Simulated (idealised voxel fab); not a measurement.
process module | voxel transistor to metal
cross-section cut | 205 nm wide | cells 5 nm
A cross-section is a grid of square cells, given in bands from the top down. A band is one or more rows of cells.
Each band's line starts with the height of the band's top and of its bottom, in nm. Then come its materials from left to right, each with its width in nm. One material with "throughout" fills the band from edge to edge. "air" is empty space.
Height 0 is the level under which the wafer as received is all one material. The lowest band goes on downwards, as in "0 down".
A width such as "30 to 40" changes by the same amount from each row of cells to the next, from the band's top row to its bottom row.
"no change" after a step means that no cell of the cross-section changed.
closed voids: empty space of 8 cells or more with no open way to the top, each as width x height at its distance from the left edge, in nm
after a step's settings: what the simulator itself notes on the step
overlay nm, on a step with a mask: how far to the right of its planned place the mask lay; to the left if negative
plan
1 op RECEIVE | material Si
2 op OXIDIZE | depth nm 5
3 op CONFORMAL_DEP | material SiN | thk nm 15
4 op PATTERN | tone cover | mask id ACTIVE | material resist | width nm 105 | thk nm 20 | overlay nm 0
5 op DIRECTIONAL_ETCH | etch materials SiN | depth nm 15
6 op DIRECTIONAL_ETCH | etch materials SiO2 | depth nm 5
7 op DIRECTIONAL_ETCH | etch materials Si | depth nm 35
8 op STRIP | etch materials resist
9 op FILL_DEP | material SiO2 | thk nm 10
10 op CMP | height nm 15
11 op SELECTIVE_ETCH | etch materials SiO2 | depth nm 15
12 op STRIP | etch materials SiN
13 op SELECTIVE_ETCH | etch materials SiO2 | depth nm 5
14 op OXIDIZE | depth nm 5
15 op DIRECTIONAL_DEP | material polySi | thk nm 20
16 op DIRECTIONAL_DEP | material SiCN | thk nm 15
17 op MASKED_ETCH | tone cover | mask id GATE | width nm 35 | etch materials SiCN | depth nm 25 | overlay nm 0
18 op MASKED_ETCH | tone cover | mask id GATE | width nm 35 | etch materials polySi | depth nm 30 | overlay nm 0
19 op CONFORMAL_DEP | material SiN | thk nm 10
20 op DIRECTIONAL_ETCH | etch materials SiN | depth nm 10
21 op DIRECTIONAL_ETCH | etch materials SiO2 | depth nm 5
22 op DIRECTIONAL_ETCH | etch materials Si | depth nm 10
23 op EPI | material SiGe | thk nm 10
24 op FILL_DEP | material SiO2 | thk nm 5
25 op CMP | height nm 15
26 op STRIP | etch materials polySi
27 op SELECTIVE_ETCH | etch materials SiO2 | depth nm 5
28 op CONFORMAL_DEP | material HfO2 | thk nm 5
29 op CONFORMAL_DEP | material TiN | thk nm 5
30 op FILL_DEP | material W | thk nm 5
31 op CMP | height nm 10
32 op DIRECTIONAL_DEP | material SiO2 | thk nm 10
33 op MASKED_ETCH | tone open | mask id CONTACT | width nm 15 | pitch nm 80 | etch materials SiO2 | depth nm 30 | overlay nm 0
34 op CONFORMAL_DEP | material TiN | thk nm 5
35 op FILL_DEP | material W | thk nm 10
36 op CMP | height nm 20
37 op CONFORMAL_DEP | material SiCN | thk nm 5
38 op DIRECTIONAL_DEP | material SiO2 | thk nm 20
39 op DIRECTIONAL_DEP | material aC | thk nm 15
40 op PATTERN | tone open | mask id METAL_1 | material resist | width nm 15 | pitch nm 80 | thk nm 30 | overlay nm 0
41 op DIRECTIONAL_ETCH | etch materials aC | depth nm 15
42 op STRIP | etch materials resist
43 op DIRECTIONAL_ETCH | etch materials SiO2 | depth nm 20
44 op DIRECTIONAL_ETCH | etch materials SiCN | depth nm 5
45 op STRIP | etch materials aC
46 op CONFORMAL_DEP | material TiN | thk nm 5
47 op FILL_DEP | material W | thk nm 5
48 op CMP | height nm 45
49 op EPI | material Ru | thk nm 5
50 op FILL_DEP | material SiCN | thk nm 5
51 op DIRECTIONAL_DEP | material SiO2 | thk nm 25
52 op DIRECTIONAL_DEP | material aC | thk nm 15
53 op PATTERN | tone open | mask id METAL_2 | material resist | width nm 15 | pitch nm 80 | thk nm 35 | overlay nm 0
54 op DIRECTIONAL_ETCH | etch materials aC | depth nm 15
55 op STRIP | etch materials resist
56 op DIRECTIONAL_ETCH | etch materials SiO2 | depth nm 15
57 op STRIP | etch materials aC
58 op PATTERN | tone open | mask id METAL_2_HOLES | material resist | width nm 15 | pitch nm 80 | thk nm 20 | overlay nm 0
59 op DIRECTIONAL_ETCH | etch materials SiO2 | depth nm 10
60 op DIRECTIONAL_ETCH | etch materials SiCN | depth nm 5
61 op STRIP | etch materials resist
62 op CONFORMAL_DEP | material TiN | thk nm 5
63 op FILL_DEP | material Ru | thk nm 5
64 op CMP | height nm 80
65 op CONFORMAL_DEP | material SiCN | thk nm 5
first wafer, as planned
as received, after step 1
  0 down: Si throughout
  closed voids: none
after step 2
  0 to -5: SiO2 throughout
  below -5: unchanged
after step 3
  15 to 0: SiN throughout
  below 0: unchanged
after step 4
  35 to 15: air 50 | resist 105 | air 50
  below 15: unchanged
after step 5
  35 to 15: air 50 | resist 105 | air 50
  15 to 0: air 50 | SiN 105 | air 50
  below 0: unchanged
after step 6
  35 to 15: air 50 | resist 105 | air 50
  15 to 0: air 50 | SiN 105 | air 50
  0 to -5: air 50 | SiO2 105 | air 50
  below -5: unchanged
after step 7
  35 to 15: air 50 | resist 105 | air 50
  15 to 0: air 50 | SiN 105 | air 50
  0 to -5: air 50 | SiO2 105 | air 50
  -5 to -40: air 50 | Si 105 | air 50
  below -40: unchanged
after step 8
  15 to 0: air 50 | SiN 105 | air 50
  below 0: unchanged
after step 9
  25 to 15: SiO2 throughout
  15 to 0: SiO2 50 | SiN 105 | SiO2 50
  0 to -5: SiO2 throughout
  -5 to -40: SiO2 50 | Si 105 | SiO2 50
  below -40: unchanged
after step 10
  15 to 0: SiO2 50 | SiN 105 | SiO2 50
  below 0: unchanged
after step 11
  15 to 0: air 50 | SiN 105 | air 50
  below 0: unchanged
after step 12
  0 to -5: SiO2 throughout
  below -5: unchanged
after step 13
  -5 to -40: SiO2 50 | Si 105 | SiO2 50
  below -40: unchanged
after step 14
  -5 to -10: SiO2 throughout
  below -10: unchanged
after step 15
  15 to -5: polySi throughout
  below -5: unchanged
after step 16
  30 to 15: SiCN throughout
  below 15: unchanged
after step 17
  30 to 15: air 85 | SiCN 35 | air 85
  below 15: unchanged
after step 18
  30 to 15: air 85 | SiCN 35 | air 85
  15 to -5: air 85 | polySi 35 | air 85
  below -5: unchanged
after step 19
  40 to 30: air 75 | SiN 55 | air 75
  30 to 15: air 75 | SiN 10 | SiCN 35 | SiN 10 | air 75
  15 to 5: air 75 | SiN 10 | polySi 35 | SiN 10 | air 75
  5 to -5: SiN 85 | polySi 35 | SiN 85
  below -5: unchanged
after step 20
  30 to 15: air 75 | SiN 10 | SiCN 35 | SiN 10 | air 75
  15 to -5: air 75 | SiN 10 | polySi 35 | SiN 10 | air 75
  below -5: unchanged
after step 21
  30 to 15: air 75 | SiN 10 | SiCN 35 | SiN 10 | air 75
  15 to -5: air 75 | SiN 10 | polySi 35 | SiN 10 | air 75
  -5 to -10: air 75 | SiO2 55 | air 75
  below -10: unchanged
after step 22
  30 to 15: air 75 | SiN 10 | SiCN 35 | SiN 10 | air 75
  15 to -5: air 75 | SiN 10 | polySi 35 | SiN 10 | air 75
  -5 to -10: air 75 | SiO2 55 | air 75
  -10 to -20: SiO2 50 | air 25 | Si 55 | air 25 | SiO2 50
  below -20: unchanged
after step 23
  30 to 15: air 75 | SiN 10 | SiCN 35 | SiN 10 | air 75
  15 to 0: air 75 | SiN 10 | polySi 35 | SiN 10 | air 75
  0 to -5: air 65 | SiGe 10 | SiN 10 | polySi 35 | SiN 10 | SiGe 10 | air 65
  -5 to -10: air 65 | SiGe 10 | SiO2 55 | SiGe 10 | air 65
  -10 to -20: SiO2 50 | SiGe 25 | Si 55 | SiGe 25 | SiO2 50
  below -20: unchanged
after step 24
  35 to 30: SiO2 throughout
  30 to 15: SiO2 75 | SiN 10 | SiCN 35 | SiN 10 | SiO2 75
  15 to 0: SiO2 75 | SiN 10 | polySi 35 | SiN 10 | SiO2 75
  0 to -5: SiO2 65 | SiGe 10 | SiN 10 | polySi 35 | SiN 10 | SiGe 10 | SiO2 65
  -5 to -10: SiO2 65 | SiGe 10 | SiO2 55 | SiGe 10 | SiO2 65
  below -10: unchanged
after step 25
  15 to 0: SiO2 75 | SiN 10 | polySi 35 | SiN 10 | SiO2 75
  below 0: unchanged
after step 26
  15 to 0: SiO2 75 | SiN 10 | air 35 | SiN 10 | SiO2 75
  0 to -5: SiO2 65 | SiGe 10 | SiN 10 | air 35 | SiN 10 | SiGe 10 | SiO2 65
  below -5: unchanged
after step 27
  15 to 10: air 75 | SiN 10 | air 35 | SiN 10 | air 75
  10 to 0: SiO2 75 | SiN 10 | air 35 | SiN 10 | SiO2 75
  0 to -5: SiO2 65 | SiGe 10 | SiN 10 | air 35 | SiN 10 | SiGe 10 | SiO2 65
  -5 to -10: SiO2 65 | SiGe 10 | SiO2 5 | air 45 | SiO2 5 | SiGe 10 | SiO2 65
  below -10: unchanged
after step 28
  20 to 15: air 70 | HfO2 20 | air 25 | HfO2 20 | air 70
  15 to 10: HfO2 75 | SiN 10 | HfO2 5 | air 25 | HfO2 5 | SiN 10 | HfO2 75
  10 to 0: SiO2 75 | SiN 10 | HfO2 5 | air 25 | HfO2 5 | SiN 10 | SiO2 75
  0 to -5: SiO2 65 | SiGe 10 | SiN 10 | HfO2 5 | air 25 | HfO2 5 | SiN 10 | SiGe 10 | SiO2 65
  -5 to -10: SiO2 65 | SiGe 10 | SiO2 5 | HfO2 45 | SiO2 5 | SiGe 10 | SiO2 65
  below -10: unchanged
after step 29
  25 to 20: air 65 | TiN 30 | air 15 | TiN 30 | air 65
  20 to 15: TiN 70 | HfO2 20 | TiN 5 | air 15 | TiN 5 | HfO2 20 | TiN 70
  15 to 10: HfO2 75 | SiN 10 | HfO2 5 | TiN 5 | air 15 | TiN 5 | HfO2 5 | SiN 10 | HfO2 75
  10 to 0: SiO2 75 | SiN 10 | HfO2 5 | TiN 5 | air 15 | TiN 5 | HfO2 5 | SiN 10 | SiO2 75
  0 to -5: SiO2 65 | SiGe 10 | SiN 10 | HfO2 5 | TiN 25 | HfO2 5 | SiN 10 | SiGe 10 | SiO2 65
  below -5: unchanged
after step 30
  30 to 25: W throughout
  25 to 20: W 65 | TiN 30 | W 15 | TiN 30 | W 65
  20 to 15: TiN 70 | HfO2 20 | TiN 5 | W 15 | TiN 5 | HfO2 20 | TiN 70
  15 to 10: HfO2 75 | SiN 10 | HfO2 5 | TiN 5 | W 15 | TiN 5 | HfO2 5 | SiN 10 | HfO2 75
  10 to 0: SiO2 75 | SiN 10 | HfO2 5 | TiN 5 | W 15 | TiN 5 | HfO2 5 | SiN 10 | SiO2 75
  below 0: unchanged
after step 31
  10 to 0: SiO2 75 | SiN 10 | HfO2 5 | TiN 5 | W 15 | TiN 5 | HfO2 5 | SiN 10 | SiO2 75
  below 0: unchanged
after step 32
  20 to 10: SiO2 throughout
  below 10: unchanged
after step 33
  20 to 10: SiO2 55 | air 15 | SiO2 65 | air 15 | SiO2 55
  10 to 0: SiO2 55 | air 15 | SiO2 5 | SiN 10 | HfO2 5 | TiN 5 | W 15 | TiN 5 | HfO2 5 | SiN 10 | SiO2 5 | air 15 | SiO2 55
  0 to -5: SiO2 55 | air 10 | SiGe 10 | SiN 10 | HfO2 5 | TiN 25 | HfO2 5 | SiN 10 | SiGe 10 | air 10 | SiO2 55
  -5 to -10: SiO2 55 | air 10 | SiGe 10 | SiO2 5 | HfO2 45 | SiO2 5 | SiGe 10 | air 10 | SiO2 55
  below -10: unchanged
after step 34
  25 to 20: TiN 60 | air 5 | TiN 75 | air 5 | TiN 60
  20 to 10: SiO2 55 | TiN 5 | air 5 | TiN 5 | SiO2 65 | TiN 5 | air 5 | TiN 5 | SiO2 55
  10 to 5: SiO2 55 | TiN 5 | air 5 | TiN 5 | SiO2 5 | SiN 10 | HfO2 5 | TiN 5 | W 15 | TiN 5 | HfO2 5 | SiN 10 | SiO2 5 | TiN 5 | air 5 | TiN 5 | SiO2 55
  5 to 0: SiO2 55 | TiN 15 | SiO2 5 | SiN 10 | HfO2 5 | TiN 5 | W 15 | TiN 5 | HfO2 5 | SiN 10 | SiO2 5 | TiN 15 | SiO2 55
  0 to -5: SiO2 55 | TiN 10 | SiGe 10 | SiN 10 | HfO2 5 | TiN 25 | HfO2 5 | SiN 10 | SiGe 10 | TiN 10 | SiO2 55
  -5 to -10: SiO2 55 | TiN 10 | SiGe 10 | SiO2 5 | HfO2 45 | SiO2 5 | SiGe 10 | TiN 10 | SiO2 55
  below -10: unchanged
after step 35
  35 to 25: W throughout
  25 to 20: TiN 60 | W 5 | TiN 75 | W 5 | TiN 60
  20 to 10: SiO2 55 | TiN 5 | W 5 | TiN 5 | SiO2 65 | TiN 5 | W 5 | TiN 5 | SiO2 55
  10 to 5: SiO2 55 | TiN 5 | W 5 | TiN 5 | SiO2 5 | SiN 10 | HfO2 5 | TiN 5 | W 15 | TiN 5 | HfO2 5 | SiN 10 | SiO2 5 | TiN 5 | W 5 | TiN 5 | SiO2 55
  below 5: unchanged
after step 36
  20 to 10: SiO2 55 | TiN 5 | W 5 | TiN 5 | SiO2 65 | TiN 5 | W 5 | TiN 5 | SiO2 55
  below 10: unchanged
after step 37
  25 to 20: SiCN throughout
  below 20: unchanged
after step 38
  45 to 25: SiO2 throughout
  below 25: unchanged
after step 39
  60 to 45: aC throughout
  below 45: unchanged
after step 40
  90 to 60: resist 55 | air 15 | resist 65 | air 15 | resist 55
  below 60: unchanged
after step 41
  75 to 60: resist 55 | air 15 | resist 65 | air 15 | resist 55
  60 to 45: aC 55 | air 15 | aC 65 | air 15 | aC 55
  below 45: unchanged
after step 42
  60 to 45: aC 55 | air 15 | aC 65 | air 15 | aC 55
  below 45: unchanged
after step 43
  60 to 45: aC 55 | air 15 | aC 65 | air 15 | aC 55
  45 to 25: SiO2 55 | air 15 | SiO2 65 | air 15 | SiO2 55
  below 25: unchanged
after step 44
  60 to 45: aC 55 | air 15 | aC 65 | air 15 | aC 55
  45 to 25: SiO2 55 | air 15 | SiO2 65 | air 15 | SiO2 55
  25 to 20: SiCN 55 | air 15 | SiCN 65 | air 15 | SiCN 55
  below 20: unchanged
after step 45
  45 to 25: SiO2 55 | air 15 | SiO2 65 | air 15 | SiO2 55
  below 25: unchanged
after step 46
  50 to 45: TiN 60 | air 5 | TiN 75 | air 5 | TiN 60
  45 to 25: SiO2 55 | TiN 5 | air 5 | TiN 5 | SiO2 65 | TiN 5 | air 5 | TiN 5 | SiO2 55
  25 to 20: SiCN 55 | TiN 15 | SiCN 65 | TiN 15 | SiCN 55
  below 20: unchanged
after step 47
  55 to 50: W throughout
  50 to 45: TiN 60 | W 5 | TiN 75 | W 5 | TiN 60
  45 to 25: SiO2 55 | TiN 5 | W 5 | TiN 5 | SiO2 65 | TiN 5 | W 5 | TiN 5 | SiO2 55
  below 25: unchanged
after step 48
  45 to 25: SiO2 55 | TiN 5 | W 5 | TiN 5 | SiO2 65 | TiN 5 | W 5 | TiN 5 | SiO2 55
  below 25: unchanged
after step 49
  50 to 45: air 50 | Ru 25 | air 55 | Ru 25 | air 50
  below 45: unchanged
after step 50
  55 to 50: SiCN throughout
  50 to 45: SiCN 50 | Ru 25 | SiCN 55 | Ru 25 | SiCN 50
  below 45: unchanged
after step 51
  80 to 55: SiO2 throughout
  below 55: unchanged
after step 52
  95 to 80: aC throughout
  below 80: unchanged
after step 53
  130 to 95: resist 55 | air 15 | resist 65 | air 15 | resist 55
  below 95: unchanged
after step 54
  115 to 95: resist 55 | air 15 | resist 65 | air 15 | resist 55
  95 to 80: aC 55 | air 15 | aC 65 | air 15 | aC 55
  below 80: unchanged
after step 55
  95 to 80: aC 55 | air 15 | aC 65 | air 15 | aC 55
  below 80: unchanged
after step 56
  95 to 80: aC 55 | air 15 | aC 65 | air 15 | aC 55
  80 to 65: SiO2 55 | air 15 | SiO2 65 | air 15 | SiO2 55
  below 65: unchanged
after step 57
  80 to 65: SiO2 55 | air 15 | SiO2 65 | air 15 | SiO2 55
  below 65: unchanged
after step 58
  100 to 80: resist 55 | air 15 | resist 65 | air 15 | resist 55
  below 80: unchanged
after step 59
  100 to 80: resist 55 | air 15 | resist 65 | air 15 | resist 55
  80 to 55: SiO2 55 | air 15 | SiO2 65 | air 15 | SiO2 55
  below 55: unchanged
after step 60
  100 to 80: resist 55 | air 15 | resist 65 | air 15 | resist 55
  80 to 55: SiO2 55 | air 15 | SiO2 65 | air 15 | SiO2 55
  55 to 50: SiCN 55 | air 15 | SiCN 65 | air 15 | SiCN 55
  below 50: unchanged
after step 61
  80 to 55: SiO2 55 | air 15 | SiO2 65 | air 15 | SiO2 55
  below 55: unchanged
after step 62
  85 to 80: TiN 60 | air 5 | TiN 75 | air 5 | TiN 60
  80 to 55: SiO2 55 | TiN 5 | air 5 | TiN 5 | SiO2 65 | TiN 5 | air 5 | TiN 5 | SiO2 55
  55 to 50: SiCN 55 | TiN 15 | SiCN 65 | TiN 15 | SiCN 55
  below 50: unchanged
after step 63
  90 to 85: Ru throughout
  85 to 80: TiN 60 | Ru 5 | TiN 75 | Ru 5 | TiN 60
  80 to 55: SiO2 55 | TiN 5 | Ru 5 | TiN 5 | SiO2 65 | TiN 5 | Ru 5 | TiN 5 | SiO2 55
  below 55: unchanged
after step 64
  80 to 55: SiO2 55 | TiN 5 | Ru 5 | TiN 5 | SiO2 65 | TiN 5 | Ru 5 | TiN 5 | SiO2 55
  below 55: unchanged
after step 65
  85 to 80: SiCN throughout
  below 80: unchanged
second wafer: like start, like plan, one mistake. Through step 22 it matches the first wafer
when step 23 should have ended
  30 to 15: air 75 | SiN 10 | SiCN 35 | SiN 10 | air 75
  15 to -5: air 75 | SiN 10 | polySi 35 | SiN 10 | air 75
  -5 to -10: air 70 | SiGe 5 | SiO2 55 | SiGe 5 | air 70
  -10 to -15: SiO2 50 | air 20 | SiGe 5 | Si 55 | SiGe 5 | air 20 | SiO2 50
  -15 to -20: SiO2 50 | SiGe 25 | Si 55 | SiGe 25 | SiO2 50
  below -20: unchanged
when step 24 should have ended
  35 to 30: SiO2 throughout
  30 to 15: SiO2 75 | SiN 10 | SiCN 35 | SiN 10 | SiO2 75
  15 to -5: SiO2 75 | SiN 10 | polySi 35 | SiN 10 | SiO2 75
  -5 to -10: SiO2 70 | SiGe 5 | SiO2 55 | SiGe 5 | SiO2 70
  -10 to -20: SiO2 70 to 50 | SiGe 5 to 25 | Si 55 | SiGe 5 to 25 | SiO2 70 to 50
  below -20: unchanged
when step 25 should have ended
  15 to -5: SiO2 75 | SiN 10 | polySi 35 | SiN 10 | SiO2 75
  below -5: unchanged
when step 26 should have ended
  15 to -5: SiO2 75 | SiN 10 | air 35 | SiN 10 | SiO2 75
  below -5: unchanged
when step 27 should have ended
  15 to 10: air 75 | SiN 10 | air 35 | SiN 10 | air 75
  10 to -5: SiO2 75 | SiN 10 | air 35 | SiN 10 | SiO2 75
  -5 to -10: SiO2 70 | SiGe 5 | SiO2 5 | air 45 | SiO2 5 | SiGe 5 | SiO2 70
  below -10: unchanged
when step 28 should have ended
  20 to 15: air 70 | HfO2 20 | air 25 | HfO2 20 | air 70
  15 to 10: HfO2 75 | SiN 10 | HfO2 5 | air 25 | HfO2 5 | SiN 10 | HfO2 75
  10 to -5: SiO2 75 | SiN 10 | HfO2 5 | air 25 | HfO2 5 | SiN 10 | SiO2 75
  -5 to -10: SiO2 70 | SiGe 5 | SiO2 5 | HfO2 45 | SiO2 5 | SiGe 5 | SiO2 70
  below -10: unchanged
when step 29 should have ended
  25 to 20: air 65 | TiN 30 | air 15 | TiN 30 | air 65
  20 to 15: TiN 70 | HfO2 20 | TiN 5 | air 15 | TiN 5 | HfO2 20 | TiN 70
  15 to 10: HfO2 75 | SiN 10 | HfO2 5 | TiN 5 | air 15 | TiN 5 | HfO2 5 | SiN 10 | HfO2 75
  10 to 0: SiO2 75 | SiN 10 | HfO2 5 | TiN 5 | air 15 | TiN 5 | HfO2 5 | SiN 10 | SiO2 75
  0 to -5: SiO2 75 | SiN 10 | HfO2 5 | TiN 25 | HfO2 5 | SiN 10 | SiO2 75
  below -5: unchanged
when step 30 should have ended
  30 to 25: W throughout
  25 to 20: W 65 | TiN 30 | W 15 | TiN 30 | W 65
  20 to 15: TiN 70 | HfO2 20 | TiN 5 | W 15 | TiN 5 | HfO2 20 | TiN 70
  15 to 10: HfO2 75 | SiN 10 | HfO2 5 | TiN 5 | W 15 | TiN 5 | HfO2 5 | SiN 10 | HfO2 75
  10 to 0: SiO2 75 | SiN 10 | HfO2 5 | TiN 5 | W 15 | TiN 5 | HfO2 5 | SiN 10 | SiO2 75
  below 0: unchanged
when step 31 should have ended
  10 to 0: SiO2 75 | SiN 10 | HfO2 5 | TiN 5 | W 15 | TiN 5 | HfO2 5 | SiN 10 | SiO2 75
  below 0: unchanged
when step 32 should have ended
  20 to 10: SiO2 throughout
  below 10: unchanged
when step 33 should have ended
  20 to 10: SiO2 55 | air 15 | SiO2 65 | air 15 | SiO2 55
  10 to 0: SiO2 55 | air 15 | SiO2 5 | SiN 10 | HfO2 5 | TiN 5 | W 15 | TiN 5 | HfO2 5 | SiN 10 | SiO2 5 | air 15 | SiO2 55
  0 to -5: SiO2 55 | air 15 | SiO2 5 | SiN 10 | HfO2 5 | TiN 25 | HfO2 5 | SiN 10 | SiO2 5 | air 15 | SiO2 55
  -5 to -10: SiO2 55 | air 15 | SiGe 5 | SiO2 5 | HfO2 45 | SiO2 5 | SiGe 5 | air 15 | SiO2 55
  below -10: unchanged
when step 34 should have ended
  25 to 20: TiN 60 | air 5 | TiN 75 | air 5 | TiN 60
  20 to 10: SiO2 55 | TiN 5 | air 5 | TiN 5 | SiO2 65 | TiN 5 | air 5 | TiN 5 | SiO2 55
  10 to 0: SiO2 55 | TiN 5 | air 5 | TiN 5 | SiO2 5 | SiN 10 | HfO2 5 | TiN 5 | W 15 | TiN 5 | HfO2 5 | SiN 10 | SiO2 5 | TiN 5 | air 5 | TiN 5 | SiO2 55
  0 to -5: SiO2 55 | TiN 5 | air 5 | TiN 5 | SiO2 5 | SiN 10 | HfO2 5 | TiN 25 | HfO2 5 | SiN 10 | SiO2 5 | TiN 5 | air 5 | TiN 5 | SiO2 55
  -5 to -10: SiO2 55 | TiN 15 | SiGe 5 | SiO2 5 | HfO2 45 | SiO2 5 | SiGe 5 | TiN 15 | SiO2 55
  below -10: unchanged
when step 35 should have ended
  35 to 25: W throughout
  25 to 20: TiN 60 | W 5 | TiN 75 | W 5 | TiN 60
  20 to 10: SiO2 55 | TiN 5 | W 5 | TiN 5 | SiO2 65 | TiN 5 | W 5 | TiN 5 | SiO2 55
  10 to 0: SiO2 55 | TiN 5 | W 5 | TiN 5 | SiO2 5 | SiN 10 | HfO2 5 | TiN 5 | W 15 | TiN 5 | HfO2 5 | SiN 10 | SiO2 5 | TiN 5 | W 5 | TiN 5 | SiO2 55
  0 to -5: SiO2 55 | TiN 5 | W 5 | TiN 5 | SiO2 5 | SiN 10 | HfO2 5 | TiN 25 | HfO2 5 | SiN 10 | SiO2 5 | TiN 5 | W 5 | TiN 5 | SiO2 55
  below -5: unchanged
when step 36 should have ended
  20 to 10: SiO2 55 | TiN 5 | W 5 | TiN 5 | SiO2 65 | TiN 5 | W 5 | TiN 5 | SiO2 55
  below 10: unchanged
when step 37 should have ended
  25 to 20: SiCN throughout
  below 20: unchanged
when step 38 should have ended
  45 to 25: SiO2 throughout
  below 25: unchanged
when step 39 should have ended
  60 to 45: aC throughout
  below 45: unchanged
when step 40 should have ended
  90 to 60: resist 55 | air 15 | resist 65 | air 15 | resist 55
  below 60: unchanged
when step 41 should have ended
  75 to 60: resist 55 | air 15 | resist 65 | air 15 | resist 55
  60 to 45: aC 55 | air 15 | aC 65 | air 15 | aC 55
  below 45: unchanged
when step 42 should have ended
  60 to 45: aC 55 | air 15 | aC 65 | air 15 | aC 55
  below 45: unchanged
when step 43 should have ended
  60 to 45: aC 55 | air 15 | aC 65 | air 15 | aC 55
  45 to 25: SiO2 55 | air 15 | SiO2 65 | air 15 | SiO2 55
  below 25: unchanged
when step 44 should have ended
  60 to 45: aC 55 | air 15 | aC 65 | air 15 | aC 55
  45 to 25: SiO2 55 | air 15 | SiO2 65 | air 15 | SiO2 55
  25 to 20: SiCN 55 | air 15 | SiCN 65 | air 15 | SiCN 55
  below 20: unchanged
when step 45 should have ended
  45 to 25: SiO2 55 | air 15 | SiO2 65 | air 15 | SiO2 55
  below 25: unchanged
when step 46 should have ended
  50 to 45: TiN 60 | air 5 | TiN 75 | air 5 | TiN 60
  45 to 25: SiO2 55 | TiN 5 | air 5 | TiN 5 | SiO2 65 | TiN 5 | air 5 | TiN 5 | SiO2 55
  25 to 20: SiCN 55 | TiN 15 | SiCN 65 | TiN 15 | SiCN 55
  below 20: unchanged
when step 47 should have ended
  55 to 50: W throughout
  50 to 45: TiN 60 | W 5 | TiN 75 | W 5 | TiN 60
  45 to 25: SiO2 55 | TiN 5 | W 5 | TiN 5 | SiO2 65 | TiN 5 | W 5 | TiN 5 | SiO2 55
  below 25: unchanged
when step 48 should have ended
  45 to 25: SiO2 55 | TiN 5 | W 5 | TiN 5 | SiO2 65 | TiN 5 | W 5 | TiN 5 | SiO2 55
  below 25: unchanged
when step 49 should have ended
  50 to 45: air 50 | Ru 25 | air 55 | Ru 25 | air 50
  below 45: unchanged
when step 50 should have ended
  55 to 50: SiCN throughout
  50 to 45: SiCN 50 | Ru 25 | SiCN 55 | Ru 25 | SiCN 50
  below 45: unchanged
when step 51 should have ended
  80 to 55: SiO2 throughout
  below 55: unchanged
when step 52 should have ended
  95 to 80: aC throughout
  below 80: unchanged
when step 53 should have ended
  130 to 95: resist 55 | air 15 | resist 65 | air 15 | resist 55
  below 95: unchanged
when step 54 should have ended
  115 to 95: resist 55 | air 15 | resist 65 | air 15 | resist 55
  95 to 80: aC 55 | air 15 | aC 65 | air 15 | aC 55
  below 80: unchanged
when step 55 should have ended
  95 to 80: aC 55 | air 15 | aC 65 | air 15 | aC 55
  below 80: unchanged
when step 56 should have ended
  95 to 80: aC 55 | air 15 | aC 65 | air 15 | aC 55
  80 to 65: SiO2 55 | air 15 | SiO2 65 | air 15 | SiO2 55
  below 65: unchanged
when step 57 should have ended
  80 to 65: SiO2 55 | air 15 | SiO2 65 | air 15 | SiO2 55
  below 65: unchanged
when step 58 should have ended
  100 to 80: resist 55 | air 15 | resist 65 | air 15 | resist 55
  below 80: unchanged
when step 59 should have ended
  100 to 80: resist 55 | air 15 | resist 65 | air 15 | resist 55
  80 to 55: SiO2 55 | air 15 | SiO2 65 | air 15 | SiO2 55
  below 55: unchanged
when step 60 should have ended
  100 to 80: resist 55 | air 15 | resist 65 | air 15 | resist 55
  80 to 55: SiO2 55 | air 15 | SiO2 65 | air 15 | SiO2 55
  55 to 50: SiCN 55 | air 15 | SiCN 65 | air 15 | SiCN 55
  below 50: unchanged
when step 61 should have ended
  80 to 55: SiO2 55 | air 15 | SiO2 65 | air 15 | SiO2 55
  below 55: unchanged
when step 62 should have ended
  85 to 80: TiN 60 | air 5 | TiN 75 | air 5 | TiN 60
  80 to 55: SiO2 55 | TiN 5 | air 5 | TiN 5 | SiO2 65 | TiN 5 | air 5 | TiN 5 | SiO2 55
  55 to 50: SiCN 55 | TiN 15 | SiCN 65 | TiN 15 | SiCN 55
  below 50: unchanged
when step 63 should have ended
  90 to 85: Ru throughout
  85 to 80: TiN 60 | Ru 5 | TiN 75 | Ru 5 | TiN 60
  80 to 55: SiO2 55 | TiN 5 | Ru 5 | TiN 5 | SiO2 65 | TiN 5 | Ru 5 | TiN 5 | SiO2 55
  below 55: unchanged
when step 64 should have ended
  80 to 55: SiO2 55 | TiN 5 | Ru 5 | TiN 5 | SiO2 65 | TiN 5 | Ru 5 | TiN 5 | SiO2 55
  below 55: unchanged
when step 65 should have ended
  85 to 80: SiCN throughout
  below 80: unchanged
what went wrong: step 23 ran as: op EPI | material SiGe | thk nm 5
at the end the second wafer has, in cells: 14 fewer of SiGe | 10 more of SiO2 | 4 more of W
